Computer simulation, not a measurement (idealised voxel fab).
Title: Process Module voxel plated lines
For reference, the cross-section in this document is cut, with width 270 nm and square cells of 5 nm.
In what follows, cross-sections appear as grids of square cells, described through bands that run from the top down, where every band is one or more rows of cells. It is stipulated that each band's entry specify, in nanometres, the height of the top of the band and then that of its bottom, followed by the materials of the band in left-to-right sequence, each together with its width in nanometres. A single material marked by the word "all across" is understood to fill the band from edge to edge; the word "air" is understood to denote empty space. Convention: height 0 is the level below which the wafer, as received, is all one material. The lowest band does not terminate at the bottom but continues downward, represented as "from 0 down". Width spec "30..40" -> top row of cells at first value, bottom row at second value, equal per-row change in between. You'll sometimes find "remained unchanged" written for a step, and that's the way of saying that nowhere in the cross-section did a cell change during that step. Entry "Enclosed void list". Content: empty spaces with no open connection to the top, size 8 cells or greater. Each: width x height at distance. Distance: from left edge. Unit: nm. Whatever follows a step's settings on its line is a remark the simulator itself makes about that step. On any step carrying a mask, the "overlay nm" setting, if present on the step's line, tells how far right of its planned place the mask lay; negative values point to the left.

## Process steps - plan
step 1: RECEIVE,material Si
step 2: CONFORMAL_DEP,material SiO2,thk nm 15
step 3: DIRECTIONAL_DEP,material TiN,thk nm 5
step 4: PATTERN,tone open,mask id LINES,material resist,width nm 15,pitch nm 35,thk nm 15,overlay nm 0
step 5: EPI,material Ru,thk nm 10
step 6: STRIP,etch materials resist
step 7: DIRECTIONAL_ETCH,etch materials TiN,depth nm 5
step 8: CONFORMAL_DEP,material SiO2,thk nm 10

## Run as planned: first of two wafers

## Incoming wafer, cross-sectional view, post step 1
> from 0 down = Si all across
> Enclosed void list: none

## How the wafer stands in section after step 2
> from 15 to 0 = SiO2 all across
> For the remainder of the cross-section, below 0, there is no change.

## How the wafer stands in section after step 3
> from 20 to 15 = TiN all across
> For the remainder of the cross-section, below 15, there is no change.

## How the wafer stands in section after step 4
> from 35 to 20 = 90 nm resist; 15 nm air; 20 nm resist; 15 nm air; 20 nm resist; 15 nm air; 95 nm resist
> For the remainder of the cross-section, below 20, there is no change.

## How the wafer stands in section after step 5
> from 35 to 30 = 90 nm resist; 15 nm air; 20 nm resist; 15 nm air; 20 nm resist; 15 nm air; 95 nm resist
> from 30 to 20 = 90 nm resist; 15 nm Ru; 20 nm resist; 15 nm Ru; 20 nm resist; 15 nm Ru; 95 nm resist
> For the remainder of the cross-section, below 20, there is no change.

## How the wafer stands in section after step 6
> from 30 to 20 = 90 nm air; 15 nm Ru; 20 nm air; 15 nm Ru; 20 nm air; 15 nm Ru; 95 nm air
> For the remainder of the cross-section, below 20, there is no change.

## How the wafer stands in section after step 7
> from 30 to 20 = 90 nm air; 15 nm Ru; 20 nm air; 15 nm Ru; 20 nm air; 15 nm Ru; 95 nm air
> from 20 to 15 = 90 nm air; 15 nm TiN; 20 nm air; 15 nm TiN; 20 nm air; 15 nm TiN; 95 nm air
> For the remainder of the cross-section, below 15, there is no change.

## How the wafer stands in section after step 8
> from 40 to 30 = 80 nm air; 105 nm SiO2; 85 nm air
> from 30 to 25 = 80 nm air; 10 nm SiO2; 15 nm Ru; 20 nm SiO2; 15 nm Ru; 20 nm SiO2; 15 nm Ru; 10 nm SiO2; 85 nm air
> from 25 to 20 = 90 nm SiO2; 15 nm Ru; 20 nm SiO2; 15 nm Ru; 20 nm SiO2; 15 nm Ru; 95 nm SiO2
> from 20 to 15 = 90 nm SiO2; 15 nm TiN; 20 nm SiO2; 15 nm TiN; 20 nm SiO2; 15 nm TiN; 95 nm SiO2
> For the remainder of the cross-section, below 15, there is no change.

## It is to be noted that the second wafer proceeded from the same initial state and according to the same plan as the first, although one mistake was committed in its execution; through step 3, inclusive, the two wafers share an identical history

## Cross-section of the second wafer at the time by which step 4 should have been completed according to the plan
> from 35 to 20 = 90 nm air; 15 nm resist; 20 nm air; 15 nm resist; 20 nm air; 15 nm resist; 95 nm air
> For the remainder of the cross-section, below 20, there is no change.

## Cross-section of the second wafer at the time by which step 5 should have been completed according to the plan
> from 35 to 30 = 90 nm air; 15 nm resist; 20 nm air; 15 nm resist; 20 nm air; 15 nm resist; 95 nm air
> from 30 to 20 = 90 nm Ru; 15 nm resist; 20 nm Ru; 15 nm resist; 20 nm Ru; 15 nm resist; 95 nm Ru
> For the remainder of the cross-section, below 20, there is no change.

## Cross-section of the second wafer at the time by which step 6 should have been completed according to the plan
> from 30 to 20 = 90 nm Ru; 15 nm air; 20 nm Ru; 15 nm air; 20 nm Ru; 15 nm air; 95 nm Ru
> For the remainder of the cross-section, below 20, there is no change.

## Cross-section of the second wafer at the time by which step 7 should have been completed according to the plan
> from 30 to 20 = 90 nm Ru; 15 nm air; 20 nm Ru; 15 nm air; 20 nm Ru; 15 nm air; 95 nm Ru
> from 20 to 15 = 90 nm TiN; 15 nm air; 20 nm TiN; 15 nm air; 20 nm TiN; 15 nm air; 95 nm TiN
> For the remainder of the cross-section, below 15, there is no change.

## Cross-section of the second wafer at the time by which step 8 should have been completed according to the plan
> from 40 to 30 = SiO2 all across
> from 30 to 20 = 90 nm Ru; 15 nm SiO2; 20 nm Ru; 15 nm SiO2; 20 nm Ru; 15 nm SiO2; 95 nm Ru
> from 20 to 15 = 90 nm TiN; 15 nm SiO2; 20 nm TiN; 15 nm SiO2; 20 nm TiN; 15 nm SiO2; 95 nm TiN
> For the remainder of the cross-section, below 15, there is no change.
Short version of what went wrong: step 4 did not happen as planned, as run it was PATTERN,tone cover,mask id LINES,material resist,width nm 15,pitch nm 35,thk nm 15,overlay nm 0
Looking at both finished wafers in cells, the second ends up ahead of or behind the first on some materials: Ru +72; SiO2 -9; TiN +36
